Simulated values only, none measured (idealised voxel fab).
Process module in this document: voxel plated lines
In the cross-section labelled cut, the width is 175 nm and each square cell is 5 nm.
Cross-section spec: square-cell grid; bands listed top down; each band is one or more rows.
Heads up on the band format: heights come first, top then bottom, in nm. After that it's the materials left to right, each with its width in nm. A single material flagged "everywhere" fills the whole band edge to edge, and "air" means there's empty space there.
It should be noted that heights are counted from 0, beneath which the wafer as supplied is of one material throughout, and that the lowest band possesses no lower boundary but continues downward, as written in "0 nm and below".
A width such as "30 to 40" changes by the same amount from each row of cells to the next, from the band's top row to its bottom row.
Step marked "stayed the same"? Then no cell in the cross-section changed in it.
In "Enclosed voids" the enclosed voids are listed, meaning empty spaces of 8 cells or larger without any opening to the top. The form is width x height at distance, distance from the left edge, units nm.
The remark found on a step's line after its settings is issued by the simulator itself and pertains to that step.
Each step line may optionally specify "overlay nm", which for a step with a mask gives the rightward distance between the mask's planned place and where it lay, a negative value indicating the leftward direction.
Planned process steps
1. RECEIVE [material Si]
2. CONFORMAL_DEP [material SiO2] [thk nm 5]
3. DIRECTIONAL_DEP [material TiN] [thk nm 5]
4. PATTERN [tone open] [mask id LINES] [material resist] [width nm 15] [pitch nm 35] [thk nm 20] [overlay nm 0]
5. EPI [material Ru] [thk nm 10]
6. STRIP [etch materials resist]
7. DIRECTIONAL_ETCH [etch materials TiN] [depth nm 5]
8. CONFORMAL_DEP [material SiCN] [thk nm 10]
Run as planned: first of two wafers
Incoming wafer in cross-section (state: after step 1)
- 0 nm and below = Si everywhere
- Enclosed voids: none
Cross-section of the wafer subsequent to step 2
- 5 nm to 0 nm = SiO2 everywhere
- Beneath the level 0, the cross-section is identical to its previous state.
Cross-section of the wafer subsequent to step 3
- 10 nm to 5 nm = TiN everywhere
- Beneath the level 5, the cross-section is identical to its previous state.
Cross-section of the wafer subsequent to step 4
- 30 nm to 10 nm = 25 nm resist; 15 nm air; 20 nm resist; 15 nm air; 20 nm resist; 15 nm air; 20 nm resist; 15 nm air; 30 nm resist
- Beneath the level 10, the cross-section is identical to its previous state.
Cross-section of the wafer subsequent to step 5
- 30 nm to 20 nm = 25 nm resist; 15 nm air; 20 nm resist; 15 nm air; 20 nm resist; 15 nm air; 20 nm resist; 15 nm air; 30 nm resist
- 20 nm to 10 nm = 25 nm resist; 15 nm Ru; 20 nm resist; 15 nm Ru; 20 nm resist; 15 nm Ru; 20 nm resist; 15 nm Ru; 30 nm resist
- Beneath the level 10, the cross-section is identical to its previous state.
Cross-section of the wafer subsequent to step 6
- 20 nm to 10 nm = 25 nm air; 15 nm Ru; 20 nm air; 15 nm Ru; 20 nm air; 15 nm Ru; 20 nm air; 15 nm Ru; 30 nm air
- Beneath the level 10, the cross-section is identical to its previous state.
Cross-section of the wafer subsequent to step 7
- 20 nm to 10 nm = 25 nm air; 15 nm Ru; 20 nm air; 15 nm Ru; 20 nm air; 15 nm Ru; 20 nm air; 15 nm Ru; 30 nm air
- 10 nm to 5 nm = 25 nm air; 15 nm TiN; 20 nm air; 15 nm TiN; 20 nm air; 15 nm TiN; 20 nm air; 15 nm TiN; 30 nm air
- Beneath the level 5, the cross-section is identical to its previous state.
Cross-section of the wafer subsequent to step 8
- 30 nm to 20 nm = 15 nm air; 140 nm SiCN; 20 nm air
- 20 nm to 15 nm = 15 nm air; 10 nm SiCN; 15 nm Ru; 20 nm SiCN; 15 nm Ru; 20 nm SiCN; 15 nm Ru; 20 nm SiCN; 15 nm Ru; 10 nm SiCN; 20 nm air
- 15 nm to 10 nm = 25 nm SiCN; 15 nm Ru; 20 nm SiCN; 15 nm Ru; 20 nm SiCN; 15 nm Ru; 20 nm SiCN; 15 nm Ru; 30 nm SiCN
- 10 nm to 5 nm = 25 nm SiCN; 15 nm TiN; 20 nm SiCN; 15 nm TiN; 20 nm SiCN; 15 nm TiN; 20 nm SiCN; 15 nm TiN; 30 nm SiCN
- Beneath the level 5, the cross-section is identical to its previous state.
Wafer two. Identical start, identical plan. One mistake in execution. Identical history through step 4
Second wafer at the planned finish of step 5, seen in cross-section
- 30 nm to 10 nm = 25 nm resist; 15 nm Ru; 20 nm resist; 15 nm Ru; 20 nm resist; 15 nm Ru; 20 nm resist; 15 nm Ru; 30 nm resist
- Beneath the level 10, the cross-section is identical to its previous state.
Second wafer at the planned finish of step 6, seen in cross-section
- 30 nm to 10 nm = 25 nm air; 15 nm Ru; 20 nm air; 15 nm Ru; 20 nm air; 15 nm Ru; 20 nm air; 15 nm Ru; 30 nm air
- Beneath the level 10, the cross-section is identical to its previous state.
Second wafer at the planned finish of step 7, seen in cross-section
- 30 nm to 10 nm = 25 nm air; 15 nm Ru; 20 nm air; 15 nm Ru; 20 nm air; 15 nm Ru; 20 nm air; 15 nm Ru; 30 nm air
- 10 nm to 5 nm = 25 nm air; 15 nm TiN; 20 nm air; 15 nm TiN; 20 nm air; 15 nm TiN; 20 nm air; 15 nm TiN; 30 nm air
- Beneath the level 5, the cross-section is identical to its previous state.
Second wafer at the planned finish of step 8, seen in cross-section
- 40 nm to 30 nm = 15 nm air; 140 nm SiCN; 20 nm air
- 30 nm to 15 nm = 15 nm air; 10 nm SiCN; 15 nm Ru; 20 nm SiCN; 15 nm Ru; 20 nm SiCN; 15 nm Ru; 20 nm SiCN; 15 nm Ru; 10 nm SiCN; 20 nm air
- 15 nm to 10 nm = 25 nm SiCN; 15 nm Ru; 20 nm SiCN; 15 nm Ru; 20 nm SiCN; 15 nm Ru; 20 nm SiCN; 15 nm Ru; 30 nm SiCN
- 10 nm to 5 nm = 25 nm SiCN; 15 nm TiN; 20 nm SiCN; 15 nm TiN; 20 nm SiCN; 15 nm TiN; 20 nm SiCN; 15 nm TiN; 30 nm SiCN
- Beneath the level 5, the cross-section is identical to its previous state.
Misprocessing identified: step 5 in the plan was executed twice
Looking at both finished wafers in cells, the second ends up ahead of or behind the first on some materials: Ru: 24 more, SiCN: 32 more
